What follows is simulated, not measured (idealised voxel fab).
Herein follows the process module entitled voxel trench capacitor.
Section shown: cut. Width: 250 nm. Cell size: 5 nm, square.
Cross-section, as written here: a square-cell grid given band by band from the top down, where a band holds one or more rows of cells. Top height, bottom height, nm. Materials left to right, width each, nm. Single material + "everywhere" = fills band edge to edge. "empty" = empty. Basically, 0 is our baseline, since under it the wafer straight out of the box is all one material. The bottom band has no lower end and keeps on going down, so it looks like "0..down". A two-number width, for instance "30 to 40", indicates that the width is equal to the first number in the top row of the band and to the second number in the bottom row, and that it changes by a constant amount per row of cells. Basically "nothing got changed" means that step didn't change any cell in the cross-section. For the entry "Unvented internal voids", the listed items are empty spaces with no open way to the top whose size is 8 cells or more; each item follows the pattern width x height at distance, where distance is from the left edge and all three are in nm. The remark found on a step's line after its settings is issued by the simulator itself and pertains to that step. The "overlay nm" setting may appear on a step's line; for a step that uses a mask, it gives how far to the right of its planned position the mask lay, and a negative value indicates the left.

[The steps planned for the process are as follows]
1 RECEIVE: material Si
2 CONFORMAL_DEP: material SiN, thk nm 5
3 DIRECTIONAL_DEP: material aC, thk nm 10
4 PATTERN: tone open, mask id TRENCH, material resist, width nm 20, pitch nm 40, thk nm 25, overlay nm 0
5 DIRECTIONAL_ETCH: etch materials aC, depth nm 10
6 STRIP: etch materials resist
7 DIRECTIONAL_ETCH: etch materials SiN, depth nm 5
8 DIRECTIONAL_ETCH: etch materials Si, depth nm 35
9 STRIP: etch materials aC
10 CONFORMAL_DEP: material SiO2, thk nm 5
11 FILL_DEP: material polySi, thk nm 5
12 CMP: height nm 5

[Wafer at receipt (post step 1), cross-section]
> 0..down  Si everywhere
> Unvented internal voids: none

[Cross-section: first of two wafers, module finished, run according to plan]
> 5..0  SiN 75 nm, then SiO2 5 nm, then polySi 10 nm, then SiO2 5 nm, then SiN 20 nm, then SiO2 5 nm, then polySi 10 nm, then SiO2 5 nm, then SiN 20 nm, then SiO2 5 nm, then polySi 10 nm, then SiO2 5 nm, then SiN 75 nm
> 0..-30  Si 75 nm, then SiO2 5 nm, then polySi 10 nm, then SiO2 5 nm, then Si 20 nm, then SiO2 5 nm, then polySi 10 nm, then SiO2 5 nm, then Si 20 nm, then SiO2 5 nm, then polySi 10 nm, then SiO2 5 nm, then Si 75 nm
> -30..-35  Si 75 nm, then SiO2 20 nm, then Si 20 nm, then SiO2 20 nm, then Si 20 nm, then SiO2 20 nm, then Si 75 nm
> -35..down  Si everywhere
> Unvented internal voids: none

[This is the second of the two wafers, cross-sectioned at the end of the module; it started exactly like the first and was given the same plan, but it was run with one mistake]
> 5..0  polySi 75 nm, then SiO2 5 nm, then polySi 10 nm, then SiO2 5 nm, then polySi 20 nm, then SiO2 5 nm, then polySi 10 nm, then SiO2 5 nm, then polySi 20 nm, then SiO2 5 nm, then polySi 10 nm, then SiO2 5 nm, then polySi 75 nm
> 0..-25  Si 75 nm, then SiO2 5 nm, then polySi 10 nm, then SiO2 5 nm, then Si 20 nm, then SiO2 5 nm, then polySi 10 nm, then SiO2 5 nm, then Si 20 nm, then SiO2 5 nm, then polySi 10 nm, then SiO2 5 nm, then Si 75 nm
> -25..-30  Si 75 nm, then SiO2 20 nm, then Si 20 nm, then SiO2 20 nm, then Si 20 nm, then SiO2 20 nm, then Si 75 nm
> -30..down  Si everywhere
> Unvented internal voids: none
What broke from the plan during processing? not per plan at step 2, really ran CONFORMAL_DEP: material polySi, thk nm 5
The final cell counts differ between the wafers, with the second having more or fewer of some materials than the first: Si: 12 more, SiN: 38 fewer, SiO2: 6 fewer, polySi: 32 more
